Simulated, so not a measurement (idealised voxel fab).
The process module that follows is named voxel self aligned vias.
The width of the displayed cross-section, cut, is 140 nm; its cells are square, with a size of 5 nm.
How to read a cross-section here: the picture is a grid of square cells, written as bands going from the top down, and any band can span one or more rows of cells. Top height, bottom height, nm. Materials left to right, width each, nm. Single material + "edge to edge" = fills band edge to edge. "empty" = empty. The reference from which all heights are counted is 0, the level beneath which the as-received wafer is entirely one material; the lowest band, having no lower bound, proceeds downward and is written after the example "0..down". The notation "30 to 40" denotes a width that varies across the rows of cells in the band, beginning at the first number in the top row, finishing at the second number in the bottom row, and changing by an identical amount from each row to the next. For the purposes of this document, the phrase "nothing altered" attached to a step denotes that no cell within the cross-section was modified by that step. "Sealed void inventory" specifies each empty space that is not open to the top and that occupies no fewer than 8 cells, using the form width x height at distance, the distance measured from the left edge and all three quantities in nm. Step line, after settings: the simulator's comment on this step. Steps that use a mask can have "overlay nm" on their line. It says how far the mask sat to the right of where it was meant to be. Negative means to the left.

The process steps that were planned are listed below
step 1: RECEIVE with material Si
step 2: CONFORMAL_DEP with material SiO2, thk nm 15
step 3: CONFORMAL_DEP with material SiCN, thk nm 5
step 4: DIRECTIONAL_DEP with material SiO2, thk nm 20
step 5: MASKED_ETCH with tone open, mask id LINES, width nm 25, pitch nm 50, etch materials SiO2, depth nm 20, overlay nm 0
step 6: CONFORMAL_DEP with material TiN, thk nm 5
step 7: FILL_DEP with material W, thk nm 10
step 8: CMP with height nm 40
step 9: SELECTIVE_ETCH with etch materials W Ru TiN, depth nm 5
step 10: FILL_DEP with material SiN, thk nm 5
step 11: CMP with height nm 40
step 12: DIRECTIONAL_DEP with material SiO2, thk nm 15
step 13: PATTERN with tone open, mask id VIAS, material resist, width nm 35, thk nm 20, overlay nm 0
step 14: DIRECTIONAL_ETCH with etch materials SiO2, depth nm 15
step 15: DIRECTIONAL_ETCH with etch materials SiN, depth nm 10
step 16: STRIP with etch materials resist
step 17: CONFORMAL_DEP with material TiN, thk nm 5
step 18: FILL_DEP with material Cu, thk nm 10
step 19: CMP with height nm 55
step 20: CONFORMAL_DEP with material SiN, thk nm 5
Wafers differ in depth nm at step 9; plan lists the first wafer's value; identical starting state.

Sectional view: first of several wafers, as received, after step 1
> 0..down = Si edge to edge
> Sealed void inventory: none

Here's the first of several wafers in cross-section, end of the module, after the last step, step 20
> 60..55 = SiN edge to edge
> 55..45 = SiO2 25 nm  TiN 5 nm  Cu 25 nm  TiN 5 nm  SiO2 80 nm
> 45..40 = SiO2 25 nm  TiN 10 nm  Cu 15 nm  TiN 10 nm  SiO2 80 nm
> 40..35 = SiO2 30 nm  TiN 25 nm  SiO2 25 nm  SiN 25 nm  SiO2 35 nm
> 35..25 = SiO2 30 nm  TiN 5 nm  W 15 nm  TiN 5 nm  SiO2 25 nm  TiN 5 nm  W 15 nm  TiN 5 nm  SiO2 35 nm
> 25..20 = SiO2 30 nm  TiN 25 nm  SiO2 25 nm  TiN 25 nm  SiO2 35 nm
> 20..15 = SiCN edge to edge
> 15..0 = SiO2 edge to edge
> 0..down = Si edge to edge
> Sealed void inventory: none

Wafer cross-section (last wafer, module end)
> 60..55 = SiN edge to edge
> 55..45 = SiO2 25 nm  TiN 5 nm  Cu 25 nm  TiN 5 nm  SiO2 80 nm
> 45..40 = SiO2 25 nm  TiN 10 nm  Cu 15 nm  TiN 10 nm  SiO2 80 nm
> 40..35 = SiO2 30 nm  TiN 5 nm  Cu 15 nm  TiN 5 nm  SiO2 25 nm  SiN 25 nm  SiO2 35 nm
> 35..30 = SiO2 30 nm  TiN 25 nm  SiO2 25 nm  SiN 25 nm  SiO2 35 nm
> 30..20 = SiO2 30 nm  SiN 25 nm  SiO2 25 nm  SiN 25 nm  SiO2 35 nm
> 20..15 = SiCN edge to edge
> 15..0 = SiO2 edge to edge
> 0..down = Si edge to edge
> Sealed void inventory: none

Tabulated below, wafer by wafer, are the end-of-module results: for each material, the number of cells gained (+) or lost (-) relative to the as-received state, followed by the closed voids
depth nm 5; +13 Cu; +28 SiCN; +33 SiN; +219 SiO2; +31 TiN; +12 W; Sealed void inventory: none
depth nm 10; +16 Cu; +28 SiCN; +38 SiN; +219 SiO2; +29 TiN; +6 W; Sealed void inventory: none
depth nm 15; +16 Cu; +28 SiCN; +48 SiN; +219 SiO2; +25 TiN; Sealed void inventory: none
depth nm 20; +16 Cu; +28 SiCN; +58 SiN; +219 SiO2; +15 TiN; Sealed void inventory: none
depth nm 25; +16 Cu; +28 SiCN; +58 SiN; +219 SiO2; +15 TiN; Sealed void inventory: none
